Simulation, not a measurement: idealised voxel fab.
Process module under the name voxel double patterning
cross-section cut | 250 nm wide | cells 5 nm
Cross-section, as written here: a square-cell grid given band by band from the top down, where a band holds one or more rows of cells. Top height, bottom height, nm. Materials left to right, width each, nm. Single material + "throughout" = fills band edge to edge. "empty" = empty. It should be noted that heights are counted from 0, beneath which the wafer as supplied is of one material throughout, and that the lowest band possesses no lower boundary but continues downward, as written in "0..down". Top row gets the first number, bottom row gets the second, and each row in between changes by the same step: that is how a band width like "30..40" works. Reading "no change" for a step: not a cell of the cross-section changed in it. Basically, "Trapped void list" tells you about the enclosed voids: empty spaces with no open way to the top, 8 cells or bigger, each written width x height at distance, where distance is from the left edge, all in nm. On each step's line, the part that comes after the settings is the simulator's own comment on the step. You can add "overlay nm" to a step's line. For a step with a mask, it describes how far the mask lay to the right of its planned position, and a negative number describes a lay to the left.

## Process steps - plan
| 1 | RECEIVE, material Si |
| 2 | CONFORMAL_DEP, material SiN, thk nm 10 |
| 3 | DIRECTIONAL_DEP, material SiO2, thk nm 20 |
| 4 | DIRECTIONAL_DEP, material SiCN, thk nm 10 |
| 5 | MASKED_ETCH, tone open, mask id FIRST, width nm 15, pitch nm 50, etch materials SiCN, depth nm 10, overlay nm 0 |
| 6 | DIRECTIONAL_DEP, material aC, thk nm 10 |
| 7 | PATTERN, tone open, mask id SECOND, material resist, width nm 15, pitch nm 50, thk nm 30, overlay nm 0 |
| 8 | DIRECTIONAL_ETCH, etch materials aC, depth nm 10 |
| 9 | STRIP, etch materials resist |
| 10 | DIRECTIONAL_ETCH, etch materials SiCN, depth nm 10 |
| 11 | STRIP, etch materials aC |
| 12 | DIRECTIONAL_ETCH, etch materials SiO2, depth nm 20 |
| 13 | STRIP, etch materials SiCN |

## Delivered wafer in cross-section: state after step 1
0..down = Si throughout
Trapped void list: none

## What the wafer looks like in cross-section after this module, when it starts as shown above and follows the plan above but one mistake is made in running it
30..10 = 55 nm SiO2  15 nm empty  20 nm SiO2  30 nm empty  20 nm SiO2  30 nm empty  80 nm SiO2
10..0 = SiN throughout
0..down = Si throughout
Trapped void list: none
Processing error: planned and actual differ for step 5; actual: MASKED_ETCH, tone open, mask id FIRST, width nm 15, pitch nm 50, etch materials SiCN, depth nm 10, overlay nm -10
